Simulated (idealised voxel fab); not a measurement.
Process module in this document: voxel quadruple lines
Square cells of 5 nm make up the cross-section cut, whose width is 205 nm.
Cross-section, as written here: a square-cell grid given band by band from the top down, where a band holds one or more rows of cells. The band entry comprises the height of the band's top followed by the height of its bottom, expressed in nm, and subsequently the band's materials from left to right, each stated together with its width in nm. Where a single material is marked with the word "full width", that material fills the band from edge to edge. The word "empty" represents empty space. Basically, 0 is our baseline, since under it the wafer straight out of the box is all one material. The bottom band has no lower end and keeps on going down, so it looks like "0 and below". The expression "30->40" gives the width at the extremes of the band, the first number at its top row of cells and the second at its bottom row, with the width changing by equal amounts from each row to the next in between. Where the words "changes: none" appear for a step, the cross-section shows no cell changed by that step; every cell remained as before. Voids not open to the top, 8 cells minimum: see "Internal closed voids". Written width x height at distance; distance is from the left edge; nm. after a step's settings: what the simulator itself notes on the step. overlay nm, on a step with a mask: how far to the right of its planned place the mask lay; to the left if negative.
## So here's the lineup of process steps we planned
1. RECEIVE,material Si
2. CONFORMAL_DEP,material SiO2,thk nm 5
3. DIRECTIONAL_DEP,material Ru,thk nm 15
4. DIRECTIONAL_DEP,material polySi,thk nm 15
5. DIRECTIONAL_DEP,material aC,thk nm 20
6. PATTERN,tone cover,mask id MANDREL,material resist,width nm 25,thk nm 25,overlay nm 0
7. DIRECTIONAL_ETCH,etch materials aC,depth nm 20
8. STRIP,etch materials resist
9. CONFORMAL_DEP,material SiO2,thk nm 15
10. DIRECTIONAL_ETCH,etch materials SiO2,depth nm 15
11. STRIP,etch materials aC
12. DIRECTIONAL_ETCH,etch materials polySi,depth nm 15
13. STRIP,etch materials SiO2
14. CONFORMAL_DEP,material SiCN,thk nm 5
15. DIRECTIONAL_ETCH,etch materials SiCN,depth nm 5
16. STRIP,etch materials polySi
17. DIRECTIONAL_ETCH,etch materials Ru,depth nm 15
18. STRIP,etch materials SiCN
19. FILL_DEP,material lowk,thk nm 5
20. CMP,height nm 20
## Here's what the wafer looked like in cross-section when it arrived - that's after step 1
  0 and below  Si full width
  Internal closed voids: none
## End-of-module cross-section of the first of two wafers, processed as planned
  20 down to 5  70 lowk | 5 Ru | 15 lowk | 5 Ru | 15 lowk | 5 Ru | 15 lowk | 5 Ru | 70 lowk
  5 down to 0  SiO2 full width
  0 and below  Si full width
  Internal closed voids: none
## Now the second wafer, cross-sectioned at the end of the module. Nothing different at the start, nothing different in the plan compared with the first, just one mistake when it was actually run
  20 down to 5  75 lowk | 5 Ru | 15 lowk | 5 Ru | 10 lowk | 5 Ru | 15 lowk | 5 Ru | 70 lowk
  5 down to 0  SiO2 full width
  0 and below  Si full width
  Internal closed voids: none
It is concluded that the wafer was processed incorrectly with respect to the plan, in that so step 6 ended up running with a different setting than we planned, it ran as PATTERN,tone cover,mask id MANDREL,material resist,width nm 20,thk nm 25,overlay nm 0
Cell counts per material: same on both final wafers. Positions: different.
